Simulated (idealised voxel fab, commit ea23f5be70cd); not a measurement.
process module | voxel transistor to metal
cross-section cut | 155 nm wide | cells 5 nm
A cross-section is a grid of square cells, given in bands from the top down. A band is one or more rows of cells.
Each band's line starts with the height of the band's top and of its bottom, in nm. Then come its materials from left to right, each with its width in nm. One material with "throughout" fills the band from edge to edge. "air" is empty space.
Height 0 is the level under which the wafer as received is all one material. The lowest band goes on downwards, as in "0 down".
A width such as "30 to 40" changes by the same amount from each row of cells to the next, from the band's top row to its bottom row.
"no change" after a step means that no cell of the cross-section changed.
closed voids: empty space of 8 cells or more with no open way to the top, each as width x height at its distance from the left edge, in nm
after a step's settings: what the simulator itself notes on the step
overlay nm, on a step with a mask: how far to the right of its planned place the mask lay; to the left if negative
plan
1 op RECEIVE | material Si
2 op CONFORMAL_DEP | material SiO2 | thk nm 5
3 op CONFORMAL_DEP | material SiN | thk nm 10
4 op PATTERN | tone cover | mask id ACTIVE | material resist | width nm 100 | thk nm 20 | overlay nm 0
5 op DIRECTIONAL_ETCH | etch materials SiN | depth nm 10
6 op DIRECTIONAL_ETCH | etch materials SiO2 | depth nm 5
7 op DIRECTIONAL_ETCH | etch materials Si | depth nm 25
8 op STRIP | etch materials resist
9 op OXIDIZE | depth nm 5
10 op FILL_DEP | material SiO2 | thk nm 5
11 op CMP | height nm 15
12 op SELECTIVE_ETCH | etch materials SiO2 | depth nm 5
13 op STRIP | etch materials SiN
14 op SELECTIVE_ETCH | etch materials SiO2 | depth nm 5
15 op OXIDIZE | depth nm 5
16 op DIRECTIONAL_DEP | material polySi | thk nm 30
17 op DIRECTIONAL_DEP | material SiCN | thk nm 15
18 op MASKED_ETCH | tone cover | mask id GATE | width nm 20 | etch materials SiCN | depth nm 25 | overlay nm 0
19 op MASKED_ETCH | tone cover | mask id GATE | width nm 20 | etch materials polySi | depth nm 40 | overlay nm 0
20 op CONFORMAL_DEP | material SiN | thk nm 10
21 op DIRECTIONAL_ETCH | etch materials SiN | depth nm 10
22 op DIRECTIONAL_ETCH | etch materials SiO2 | depth nm 5
23 op EPI | material SiGe | thk nm 5
24 op FILL_DEP | material SiO2 | thk nm 10
25 op CMP | height nm 45
26 op DIRECTIONAL_DEP | material SiO2 | thk nm 10
27 op PATTERN | tone open | mask id CONTACT | material resist | width nm 15 | pitch nm 65 | thk nm 20 | overlay nm 0
28 op DIRECTIONAL_ETCH | etch materials SiO2 | depth nm 55
29 op STRIP | etch materials resist
30 op CONFORMAL_DEP | material TiN | thk nm 5
31 op FILL_DEP | material W | thk nm 5
32 op CMP | height nm 55
33 op DIRECTIONAL_DEP | material TiN | thk nm 5
34 op DIRECTIONAL_DEP | material Ru | thk nm 20
35 op PATTERN | tone cover | mask id METAL_1 | material resist | width nm 15 | pitch nm 65 | thk nm 20 | overlay nm -15
36 op DIRECTIONAL_ETCH | etch materials Ru | depth nm 20
37 op DIRECTIONAL_ETCH | etch materials TiN | depth nm 5
38 op STRIP | etch materials resist
39 op FILL_DEP | material SiO2 | thk nm 10
40 op CMP | height nm 80
41 op CONFORMAL_DEP | material SiCN | thk nm 5
42 op DIRECTIONAL_DEP | material lowk | thk nm 25
43 op DIRECTIONAL_DEP | material aC | thk nm 10
44 op PATTERN | tone open | mask id METAL_2 | material resist | width nm 15 | pitch nm 65 | thk nm 30 | overlay nm 0
45 op DIRECTIONAL_ETCH | etch materials aC | depth nm 10
46 op STRIP | etch materials resist
47 op DIRECTIONAL_ETCH | etch materials lowk | depth nm 15
48 op STRIP | etch materials aC
49 op MASKED_ETCH | tone open | mask id METAL_2_HOLES | width nm 15 | pitch nm 65 | etch materials lowk | depth nm 10 | overlay nm 0
50 op MASKED_ETCH | tone open | mask id METAL_2_HOLES | width nm 15 | pitch nm 65 | etch materials SiCN | depth nm 5 | overlay nm 0
51 op CONFORMAL_DEP | material TiN | thk nm 5
52 op FILL_DEP | material Cu | thk nm 10
53 op CMP | height nm 110
54 op CONFORMAL_DEP | material SiN | thk nm 5
varied across the wafers: overlay nm of step 35. The plan shows the first wafer's value. All wafers start alike
first wafer as received, after step 1
  0 down: Si throughout
  closed voids: none
first wafer at the end, after step 54
  115 to 110: SiN throughout
  110 to 85: lowk 35 | TiN 5 | Cu 5 | TiN 5 | lowk 50 | TiN 5 | Cu 5 | TiN 5 | lowk 40
  85 to 80: SiCN 35 | TiN 15 | SiCN 50 | TiN 15 | SiCN 40
  80 to 60: SiO2 20 | Ru 15 | SiO2 50 | Ru 15 | SiO2 55
  60 to 55: SiO2 20 | TiN 15 | SiO2 50 | TiN 15 | SiO2 55
  55 to 45: SiO2 35 | TiN 5 | W 5 | TiN 5 | SiO2 50 | TiN 5 | W 5 | TiN 5 | SiO2 40
  45 to 30: SiO2 35 | TiN 5 | W 5 | TiN 5 | SiO2 5 | SiN 10 | SiCN 20 | SiN 10 | SiO2 5 | TiN 5 | W 5 | TiN 5 | SiO2 40
  30 to 5: SiO2 35 | TiN 5 | W 5 | TiN 5 | SiO2 5 | SiN 10 | polySi 20 | SiN 10 | SiO2 5 | TiN 5 | W 5 | TiN 5 | SiO2 40
  5 to 0: SiO2 20 | SiN 10 | SiO2 5 | TiN 15 | SiO2 5 | SiN 10 | polySi 20 | SiN 10 | SiO2 5 | TiN 15 | SiO2 5 | SiN 10 | SiO2 25
  0 to -5: SiO2 30 | SiGe 25 | SiO2 40 | SiGe 25 | SiO2 35
  -5 to -30: SiO2 30 | Si 90 | SiO2 35
  -30 down: Si throughout
  closed voids: none
last wafer at the end
  115 to 110: SiN throughout
  110 to 85: lowk 35 | TiN 5 | Cu 5 | TiN 5 | lowk 50 | TiN 5 | Cu 5 | TiN 5 | lowk 40
  85 to 80: SiCN 35 | TiN 15 | SiCN 50 | TiN 15 | SiCN 40
  80 to 60: SiO2 50 | Ru 15 | SiO2 50 | Ru 15 | SiO2 25
  60 to 55: SiO2 50 | TiN 15 | SiO2 50 | TiN 15 | SiO2 25
  55 to 45: SiO2 35 | TiN 5 | W 5 | TiN 5 | SiO2 50 | TiN 5 | W 5 | TiN 5 | SiO2 40
  45 to 30: SiO2 35 | TiN 5 | W 5 | TiN 5 | SiO2 5 | SiN 10 | SiCN 20 | SiN 10 | SiO2 5 | TiN 5 | W 5 | TiN 5 | SiO2 40
  30 to 5: SiO2 35 | TiN 5 | W 5 | TiN 5 | SiO2 5 | SiN 10 | polySi 20 | SiN 10 | SiO2 5 | TiN 5 | W 5 | TiN 5 | SiO2 40
  5 to 0: SiO2 20 | SiN 10 | SiO2 5 | TiN 15 | SiO2 5 | SiN 10 | polySi 20 | SiN 10 | SiO2 5 | TiN 15 | SiO2 5 | SiN 10 | SiO2 25
  0 to -5: SiO2 30 | SiGe 25 | SiO2 40 | SiGe 25 | SiO2 35
  -5 to -30: SiO2 30 | Si 90 | SiO2 35
  -30 down: Si throughout
  closed voids: none
each wafer at the end: cells of each material gained (+) or lost (-) since it was received, then its closed voids
overlay nm -15 | +10 Cu | +24 Ru | -96 Si | +37 SiCN | +10 SiGe | +71 SiN | +410 SiO2 | +78 TiN | +20 W | +125 lowk | +24 polySi | closed voids: none
overlay nm -10 | +10 Cu | +24 Ru | -96 Si | +37 SiCN | +10 SiGe | +71 SiN | +410 SiO2 | +78 TiN | +20 W | +125 lowk | +24 polySi | closed voids: none
overlay nm -5 | +10 Cu | +24 Ru | -96 Si | +37 SiCN | +10 SiGe | +71 SiN | +410 SiO2 | +78 TiN | +20 W | +125 lowk | +24 polySi | closed voids: none
overlay nm 0 | +10 Cu | +24 Ru | -96 Si | +37 SiCN | +10 SiGe | +71 SiN | +410 SiO2 | +78 TiN | +20 W | +125 lowk | +24 polySi | closed voids: none
overlay nm 5 | +10 Cu | +24 Ru | -96 Si | +37 SiCN | +10 SiGe | +71 SiN | +410 SiO2 | +78 TiN | +20 W | +125 lowk | +24 polySi | closed voids: none
overlay nm 10 | +10 Cu | +24 Ru | -96 Si | +37 SiCN | +10 SiGe | +71 SiN | +410 SiO2 | +78 TiN | +20 W | +125 lowk | +24 polySi | closed voids: none
overlay nm 15 | +10 Cu | +24 Ru | -96 Si | +37 SiCN | +10 SiGe | +71 SiN | +410 SiO2 | +78 TiN | +20 W | +125 lowk | +24 polySi | closed voids: none
